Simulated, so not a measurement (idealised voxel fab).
Herein follows the process module entitled voxel self aligned contacts.
In the cross-section labelled cut, the width is 300 nm and each square cell is 5 nm.
If you're reading a cross-section in this doc, picture square cells in a grid; it comes to you as bands, top ones listed first down to the bottom, and a band can be one or more rows of cells. Heads up on the band format: heights come first, top then bottom, in nm. After that it's the materials left to right, each with its width in nm. A single material flagged "edge to edge" fills the whole band edge to edge, and "air" means there's empty space there. Heights are expressed relative to 0, this being the level below which the as-received wafer comprises one material exclusively. The lowest band is unbounded in the downward direction and is denoted as in "0 down". The expression "30..40" gives the width at the extremes of the band, the first number at its top row of cells and the second at its bottom row, with the width changing by equal amounts from each row to the next in between. For the purposes of this document, the phrase "nothing changed" attached to a step denotes that no cell within the cross-section was modified by that step. Any empty space of 8 cells or more lacking an open way to the top shows up in "Trapped void list" as width x height at distance, distance from the left edge, in nm. Text after the settings on a step's line: the simulator's own remark on that step. "overlay nm", when on a step's line for a step with a mask, measures how far to the right of its planned place the mask lay; a negative measure means to the left.
[So here's the lineup of process steps we planned]
step 1: RECEIVE (material Si)
step 2: OXIDIZE (depth nm 5)
step 3: DIRECTIONAL_DEP (material polySi; thk nm 20)
step 4: DIRECTIONAL_DEP (material SiN; thk nm 15)
step 5: MASKED_ETCH (tone cover; mask id GATE; width nm 25; pitch nm 60; etch materials SiN; depth nm 15; overlay nm 0)
step 6: MASKED_ETCH (tone cover; mask id GATE; width nm 25; pitch nm 60; etch materials polySi; depth nm 20; overlay nm 0)
step 7: CONFORMAL_DEP (material SiN; thk nm 5)
step 8: DIRECTIONAL_ETCH (etch materials SiN; depth nm 5)
step 9: FILL_DEP (material SiO2; thk nm 15)
step 10: CMP (height nm 40)
step 11: DIRECTIONAL_DEP (material aC; thk nm 10)
step 12: PATTERN (tone open; mask id CONTACT; material resist; width nm 45; thk nm 30; overlay nm 0)
step 13: DIRECTIONAL_ETCH (etch materials aC; depth nm 10)
step 14: STRIP (etch materials resist)
step 15: DIRECTIONAL_ETCH (etch materials SiO2; depth nm 45)
step 16: STRIP (etch materials aC)
step 17: CONFORMAL_DEP (material TiN; thk nm 5)
step 18: FILL_DEP (material Ru; thk nm 5)
step 19: CMP (height nm 40)
step 20: CONFORMAL_DEP (material SiN; thk nm 5)
[As-received state of the wafer in cross-section, equivalent to post-step 1]
- 0 down: Si edge to edge
- Trapped void list: none
[Below is the wafer in cross-section after the module was completed. It began from the starting point shown above and followed the plan shown above, except that one mistake was made while running it]
- 45 to 40: SiN edge to edge
- 40 to 35: SiO2 (125), TiN (15), aC (15), TiN (15), SiO2 (130)
- 35 to 20: SiO2 (100), SiN (35), TiN (5), aC (15), TiN (5), SiN (35), SiO2 (105)
- 20 to 0: SiO2 (100), SiN (5), polySi (25), SiN (5), TiN (5), aC (15), TiN (5), SiN (5), polySi (25), SiN (5), SiO2 (105)
- 0 to -5: SiO2 (135), TiN (25), SiO2 (140)
- -5 down: Si edge to edge
- Trapped void list: none
Here's what went sideways: it should be noted that step 18 was executed with settings other than those planned, the operation and settings actually applied being FILL_DEP (material aC; thk nm 5)
